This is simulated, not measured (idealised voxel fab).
process module | voxel trench capacitor
cross-section cut | 225 nm wide | cells 5 nm
A cross-section is a grid of square cells, given in bands from the top down. A band is one or more rows of cells.
Each band's line starts with the height of the band's top and of its bottom, in nm. Then come its materials from left to right, each with its width in nm. One material with "throughout" fills the band from edge to edge. "air" is empty space.
Height 0 is the level under which the wafer as received is all one material. The lowest band goes on downwards, as in "0 down".
A width such as "30 to 40" changes by the same amount from each row of cells to the next, from the band's top row to its bottom row.
"no change" after a step means that no cell of the cross-section changed.
closed voids: empty space of 8 cells or more with no open way to the top, each as width x height at its distance from the left edge, in nm
after a step's settings: what the simulator itself notes on the step
overlay nm, on a step with a mask: how far to the right of its planned place the mask lay; to the left if negative
plan
1 op RECEIVE | material Si
2 op CONFORMAL_DEP | material SiN | thk nm 5
3 op PATTERN | tone open | mask id TRENCH | material resist | width nm 30 | pitch nm 55 | thk nm 20 | overlay nm 0
4 op DIRECTIONAL_ETCH | etch materials SiN | depth nm 5
5 op DIRECTIONAL_ETCH | etch materials Si | depth nm 35
6 op STRIP | etch materials resist
7 op CONFORMAL_DEP | material Al2O3 | thk nm 5
8 op CONFORMAL_DEP | material TiN | thk nm 5
9 op FILL_DEP | material W | thk nm 5
10 op CMP | height nm 5
as received, after step 1
  0 down: Si throughout
  closed voids: none
first wafer at the end, as planned
  5 to 0: SiN 40 | Al2O3 5 | TiN 5 | W 10 | TiN 5 | Al2O3 5 | SiN 25 | Al2O3 5 | TiN 5 | W 10 | TiN 5 | Al2O3 5 | SiN 25 | Al2O3 5 | TiN 5 | W 10 | TiN 5 | Al2O3 5 | SiN 45
  0 to -25: Si 40 | Al2O3 5 | TiN 5 | W 10 | TiN 5 | Al2O3 5 | Si 25 | Al2O3 5 | TiN 5 | W 10 | TiN 5 | Al2O3 5 | Si 25 | Al2O3 5 | TiN 5 | W 10 | TiN 5 | Al2O3 5 | Si 45
  -25 to -30: Si 40 | Al2O3 5 | TiN 20 | Al2O3 5 | Si 25 | Al2O3 5 | TiN 20 | Al2O3 5 | Si 25 | Al2O3 5 | TiN 20 | Al2O3 5 | Si 45
  -30 to -35: Si 40 | Al2O3 30 | Si 25 | Al2O3 30 | Si 25 | Al2O3 30 | Si 45
  -35 down: Si throughout
  closed voids: none
second wafer at the end: like start, like plan, one mistake
  5 to 0: W 30 | TiN 5 | Al2O3 5 | SiN 30 | Al2O3 5 | TiN 5 | W 5 | TiN 5 | Al2O3 5 | SiN 30 | Al2O3 5 | TiN 5 | W 5 | TiN 5 | Al2O3 5 | SiN 30 | Al2O3 5 | TiN 5 | W 35
  0 to -25: W 30 | TiN 5 | Al2O3 5 | Si 30 | Al2O3 5 | TiN 5 | W 5 | TiN 5 | Al2O3 5 | Si 30 | Al2O3 5 | TiN 5 | W 5 | TiN 5 | Al2O3 5 | Si 30 | Al2O3 5 | TiN 5 | W 35
  -25 to -30: TiN 35 | Al2O3 5 | Si 30 | Al2O3 5 | TiN 15 | Al2O3 5 | Si 30 | Al2O3 5 | TiN 15 | Al2O3 5 | Si 30 | Al2O3 5 | TiN 40
  -30 to -35: Al2O3 40 | Si 30 | Al2O3 25 | Si 30 | Al2O3 25 | Si 30 | Al2O3 45
  -35 down: Si throughout
  closed voids: none
what went wrong: step 3 ran as: op PATTERN | tone cover | mask id TRENCH | material resist | width nm 30 | pitch nm 55 | thk nm 20 | overlay nm 0
at the end the second wafer has, in cells: 9 more of Al2O3 | 63 fewer of Si | 9 fewer of SiN | 9 more of TiN | 54 more of W
